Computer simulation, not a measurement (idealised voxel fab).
process module | voxel tone inversion
cross-section cut | 270 nm wide | cells 5 nm
A cross-section is a grid of square cells, given in bands from the top down. A band is one or more rows of cells.
Each band's line starts with the height of the band's top and of its bottom, in nm. Then come its materials from left to right, each with its width in nm. One material with "throughout" fills the band from edge to edge. "air" is empty space.
Height 0 is the level under which the wafer as received is all one material. The lowest band goes on downwards, as in "0 down".
A width such as "30 to 40" changes by the same amount from each row of cells to the next, from the band's top row to its bottom row.
"no change" after a step means that no cell of the cross-section changed.
closed voids: empty space of 8 cells or more with no open way to the top, each as width x height at its distance from the left edge, in nm
after a step's settings: what the simulator itself notes on the step
overlay nm, on a step with a mask: how far to the right of its planned place the mask lay; to the left if negative
plan
1 op RECEIVE | material Si
2 op CONFORMAL_DEP | material SiCN | thk nm 10
3 op DIRECTIONAL_DEP | material polySi | thk nm 15
4 op PATTERN | tone cover | mask id POSTS | material resist | width nm 15 | pitch nm 35 | thk nm 25 | overlay nm 0
5 op DIRECTIONAL_ETCH | etch materials polySi | depth nm 15
6 op STRIP | etch materials resist
7 op FILL_DEP | material lowk | thk nm 10
8 op CMP | height nm 25
9 op STRIP | etch materials polySi
10 op CONFORMAL_DEP | material TiN | thk nm 5
11 op FILL_DEP | material Ru | thk nm 5
12 op CMP | height nm 25
13 op CONFORMAL_DEP | material SiCN | thk nm 5
first wafer, as planned
as received, after step 1
  0 down: Si throughout
  closed voids: none
after step 2
  10 to 0: SiCN throughout
  below 0: unchanged
after step 3
  25 to 10: polySi throughout
  below 10: unchanged
after step 4
  50 to 25: air 90 | resist 15 | air 20 | resist 15 | air 20 | resist 15 | air 95
  below 25: unchanged
after step 5
  50 to 25: air 90 | resist 15 | air 20 | resist 15 | air 20 | resist 15 | air 95
  25 to 10: air 90 | polySi 15 | air 20 | polySi 15 | air 20 | polySi 15 | air 95
  below 10: unchanged
after step 6
  25 to 10: air 90 | polySi 15 | air 20 | polySi 15 | air 20 | polySi 15 | air 95
  below 10: unchanged
after step 7
  35 to 25: lowk throughout
  25 to 10: lowk 90 | polySi 15 | lowk 20 | polySi 15 | lowk 20 | polySi 15 | lowk 95
  below 10: unchanged
after step 8
  25 to 10: lowk 90 | polySi 15 | lowk 20 | polySi 15 | lowk 20 | polySi 15 | lowk 95
  below 10: unchanged
after step 9
  25 to 10: lowk 90 | air 15 | lowk 20 | air 15 | lowk 20 | air 15 | lowk 95
  below 10: unchanged
after step 10
  30 to 25: TiN 95 | air 5 | TiN 30 | air 5 | TiN 30 | air 5 | TiN 100
  25 to 15: lowk 90 | TiN 5 | air 5 | TiN 5 | lowk 20 | TiN 5 | air 5 | TiN 5 | lowk 20 | TiN 5 | air 5 | TiN 5 | lowk 95
  15 to 10: lowk 90 | TiN 15 | lowk 20 | TiN 15 | lowk 20 | TiN 15 | lowk 95
  below 10: unchanged
after step 11
  35 to 30: Ru throughout
  30 to 25: TiN 95 | Ru 5 | TiN 30 | Ru 5 | TiN 30 | Ru 5 | TiN 100
  25 to 15: lowk 90 | TiN 5 | Ru 5 | TiN 5 | lowk 20 | TiN 5 | Ru 5 | TiN 5 | lowk 20 | TiN 5 | Ru 5 | TiN 5 | lowk 95
  below 15: unchanged
after step 12
  25 to 15: lowk 90 | TiN 5 | Ru 5 | TiN 5 | lowk 20 | TiN 5 | Ru 5 | TiN 5 | lowk 20 | TiN 5 | Ru 5 | TiN 5 | lowk 95
  below 15: unchanged
after step 13
  30 to 25: SiCN throughout
  below 25: unchanged
second wafer: like start, like plan, one mistake. Through step 1 it matches the first wafer
when step 2 should have ended
  15 to 0: polySi throughout
  below 0: unchanged
when step 3 should have ended
  25 to 15: SiCN throughout
  below 15: unchanged
when step 4 should have ended
  50 to 25: air 90 | resist 15 | air 20 | resist 15 | air 20 | resist 15 | air 95
  below 25: unchanged
when step 5 should have ended: no change
when step 6 should have ended
  25 to 15: SiCN throughout
  below 15: unchanged
when step 7 should have ended
  35 to 25: lowk throughout
  below 25: unchanged
when step 8 should have ended
  25 to 15: SiCN throughout
  below 15: unchanged
when step 9 should have ended: no change
when step 10 should have ended
  30 to 25: TiN throughout
  below 25: unchanged
when step 11 should have ended
  35 to 30: Ru throughout
  below 30: unchanged
when step 12 should have ended
  25 to 15: SiCN throughout
  below 15: unchanged
when step 13 should have ended
  30 to 15: SiCN throughout
  below 15: unchanged
what went wrong: steps 2 and 3 were swapped
at the end the second wafer has, in cells: 6 fewer of Ru | 21 fewer of TiN | 135 fewer of lowk | 162 more of polySi
